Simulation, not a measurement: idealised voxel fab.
The process module presented herein is designated voxel trench capacitor.
Xsec cut, 260 nm wide, square cell size 5 nm.
Square cells in a grid make up a cross-section in this document, and the grid is given as bands, listed from the top down, each one or more rows of cells.
Top, bottom (nm), then materials left to right with widths (nm); lone material tagged "edge to edge" fills the whole band edge to edge; "empty" = empty space.
Heads up on the height convention: 0 is the point under which the incoming wafer is all one material, and the lowest band has no bottom, it just keeps going down, like "from 0 down".
The two numbers in a width such as "30 to 40" mark its ends across the band: the first belongs to the top row of cells, the second to the bottom row, and from each row to the next the width moves by the same amount.
No cell of the cross-section changed in a step that is given as "changes: none".
Entry "Enclosed internal voids" = empty spaces >= 8 cells with no open way to the top; each as width x height at distance, distance from left edge, all nm.
Step line, after settings: the simulator's comment on this step.
For masked steps, "overlay nm" on the step line gives how far right of plan the mask actually lay; a minus sign means it lay to the left.

Planned process steps:
1 RECEIVE | material Si
2 CONFORMAL_DEP | material SiN | thk nm 5
3 PATTERN | tone open | mask id TRENCH | material resist | width nm 15 | pitch nm 30 | thk nm 20 | overlay nm 0
4 DIRECTIONAL_ETCH | etch materials SiN | depth nm 5
5 DIRECTIONAL_ETCH | etch materials Si | depth nm 35
6 STRIP | etch materials resist
7 CONFORMAL_DEP | material SiO2 | thk nm 5
8 FILL_DEP | material polySi | thk nm 5
9 CMP | height nm 5

First of two wafers: run as planned:

Received-state cross-section, reflecting completion of step 1:
from 0 down  Si edge to edge
Enclosed internal voids: none

After step 2: wafer cross-section:
from 5 to 0  SiN edge to edge
Whatever lies below 0 is exactly as it was before.

After step 3: wafer cross-section:
from 25 to 5  resist 90 nm, empty 15 nm, resist 15 nm, empty 15 nm, resist 15 nm, empty 15 nm, resist 95 nm
Whatever lies below 5 is exactly as it was before.

After step 4: wafer cross-section:
from 25 to 5  resist 90 nm, empty 15 nm, resist 15 nm, empty 15 nm, resist 15 nm, empty 15 nm, resist 95 nm
from 5 to 0  SiN 90 nm, empty 15 nm, SiN 15 nm, empty 15 nm, SiN 15 nm, empty 15 nm, SiN 95 nm
Whatever lies below 0 is exactly as it was before.

After step 5: wafer cross-section:
from 25 to 5  resist 90 nm, empty 15 nm, resist 15 nm, empty 15 nm, resist 15 nm, empty 15 nm, resist 95 nm
from 5 to 0  SiN 90 nm, empty 15 nm, SiN 15 nm, empty 15 nm, SiN 15 nm, empty 15 nm, SiN 95 nm
from 0 to -35  Si 90 nm, empty 15 nm, Si 15 nm, empty 15 nm, Si 15 nm, empty 15 nm, Si 95 nm
Whatever lies below -35 is exactly as it was before.

After step 6: wafer cross-section:
from 5 to 0  SiN 90 nm, empty 15 nm, SiN 15 nm, empty 15 nm, SiN 15 nm, empty 15 nm, SiN 95 nm
Whatever lies below 0 is exactly as it was before.

After step 7: wafer cross-section:
from 10 to 5  SiO2 95 nm, empty 5 nm, SiO2 25 nm, empty 5 nm, SiO2 25 nm, empty 5 nm, SiO2 100 nm
from 5 to 0  SiN 90 nm, SiO2 5 nm, empty 5 nm, SiO2 5 nm, SiN 15 nm, SiO2 5 nm, empty 5 nm, SiO2 5 nm, SiN 15 nm, SiO2 5 nm, empty 5 nm, SiO2 5 nm, SiN 95 nm
from 0 to -30  Si 90 nm, SiO2 5 nm, empty 5 nm, SiO2 5 nm, Si 15 nm, SiO2 5 nm, empty 5 nm, SiO2 5 nm, Si 15 nm, SiO2 5 nm, empty 5 nm, SiO2 5 nm, Si 95 nm
from -30 to -35  Si 90 nm, SiO2 15 nm, Si 15 nm, SiO2 15 nm, Si 15 nm, SiO2 15 nm, Si 95 nm
Whatever lies below -35 is exactly as it was before.

After step 8: wafer cross-section:
from 15 to 10  polySi edge to edge
from 10 to 5  SiO2 95 nm, polySi 5 nm, SiO2 25 nm, polySi 5 nm, SiO2 25 nm, polySi 5 nm, SiO2 100 nm
from 5 to 0  SiN 90 nm, SiO2 5 nm, polySi 5 nm, SiO2 5 nm, SiN 15 nm, SiO2 5 nm, polySi 5 nm, SiO2 5 nm, SiN 15 nm, SiO2 5 nm, polySi 5 nm, SiO2 5 nm, SiN 95 nm
from 0 to -30  Si 90 nm, SiO2 5 nm, polySi 5 nm, SiO2 5 nm, Si 15 nm, SiO2 5 nm, polySi 5 nm, SiO2 5 nm, Si 15 nm, SiO2 5 nm, polySi 5 nm, SiO2 5 nm, Si 95 nm
Whatever lies below -30 is exactly as it was before.

After step 9: wafer cross-section:
from 5 to 0  SiN 90 nm, SiO2 5 nm, polySi 5 nm, SiO2 5 nm, SiN 15 nm, SiO2 5 nm, polySi 5 nm, SiO2 5 nm, SiN 15 nm, SiO2 5 nm, polySi 5 nm, SiO2 5 nm, SiN 95 nm
Whatever lies below 0 is exactly as it was before.

Here the second wafer is described. Its start and its plan were those of the first wafer. Its run contained one mistake. Up to and including step 1, it did exactly what the first wafer did:

Second wafer, sectioned view, at step 2's planned end time:
from 5 to 0  polySi edge to edge
Whatever lies below 0 is exactly as it was before.

Second wafer, sectioned view, at step 3's planned end time:
from 25 to 5  resist 90 nm, empty 15 nm, resist 15 nm, empty 15 nm, resist 15 nm, empty 15 nm, resist 95 nm
Whatever lies below 5 is exactly as it was before.

Second wafer, sectioned view, at step 4's planned end time: changes: none

Second wafer, sectioned view, at step 5's planned end time:
from 25 to 5  resist 90 nm, empty 15 nm, resist 15 nm, empty 15 nm, resist 15 nm, empty 15 nm, resist 95 nm
from 5 to 0  polySi 90 nm, empty 15 nm, polySi 15 nm, empty 15 nm, polySi 15 nm, empty 15 nm, polySi 95 nm
from 0 to -30  Si 90 nm, empty 15 nm, Si 15 nm, empty 15 nm, Si 15 nm, empty 15 nm, Si 95 nm
Whatever lies below -30 is exactly as it was before.

Second wafer, sectioned view, at step 6's planned end time:
from 5 to 0  polySi 90 nm, empty 15 nm, polySi 15 nm, empty 15 nm, polySi 15 nm, empty 15 nm, polySi 95 nm
Whatever lies below 0 is exactly as it was before.

Second wafer, sectioned view, at step 7's planned end time:
from 10 to 5  SiO2 95 nm, empty 5 nm, SiO2 25 nm, empty 5 nm, SiO2 25 nm, empty 5 nm, SiO2 100 nm
from 5 to 0  polySi 90 nm, SiO2 5 nm, empty 5 nm, SiO2 5 nm, polySi 15 nm, SiO2 5 nm, empty 5 nm, SiO2 5 nm, polySi 15 nm, SiO2 5 nm, empty 5 nm, SiO2 5 nm, polySi 95 nm
from 0 to -25  Si 90 nm, SiO2 5 nm, empty 5 nm, SiO2 5 nm, Si 15 nm, SiO2 5 nm, empty 5 nm, SiO2 5 nm, Si 15 nm, SiO2 5 nm, empty 5 nm, SiO2 5 nm, Si 95 nm
from -25 to -30  Si 90 nm, SiO2 15 nm, Si 15 nm, SiO2 15 nm, Si 15 nm, SiO2 15 nm, Si 95 nm
Whatever lies below -30 is exactly as it was before.

Second wafer, sectioned view, at step 8's planned end time:
from 15 to 10  polySi edge to edge
from 10 to 5  SiO2 95 nm, polySi 5 nm, SiO2 25 nm, polySi 5 nm, SiO2 25 nm, polySi 5 nm, SiO2 100 nm
from 5 to 0  polySi 90 nm, SiO2 5 nm, polySi 5 nm, SiO2 5 nm, polySi 15 nm, SiO2 5 nm, polySi 5 nm, SiO2 5 nm, polySi 15 nm, SiO2 5 nm, polySi 5 nm, SiO2 5 nm, polySi 95 nm
from 0 to -25  Si 90 nm, SiO2 5 nm, polySi 5 nm, SiO2 5 nm, Si 15 nm, SiO2 5 nm, polySi 5 nm, SiO2 5 nm, Si 15 nm, SiO2 5 nm, polySi 5 nm, SiO2 5 nm, Si 95 nm
Whatever lies below -25 is exactly as it was before.

Second wafer, sectioned view, at step 9's planned end time:
from 5 to 0  polySi 90 nm, SiO2 5 nm, polySi 5 nm, SiO2 5 nm, polySi 15 nm, SiO2 5 nm, polySi 5 nm, SiO2 5 nm, polySi 15 nm, SiO2 5 nm, polySi 5 nm, SiO2 5 nm, polySi 95 nm
Whatever lies below 0 is exactly as it was before.
So what did we get wrong on this run? step 2, actual vs plan mismatch, actual run CONFORMAL_DEP | material polySi | thk nm 5
Counted in cells at the end, the second wafer holds more or fewer of these materials than the first: Si +9, SiN -43, SiO2 -6, polySi +40
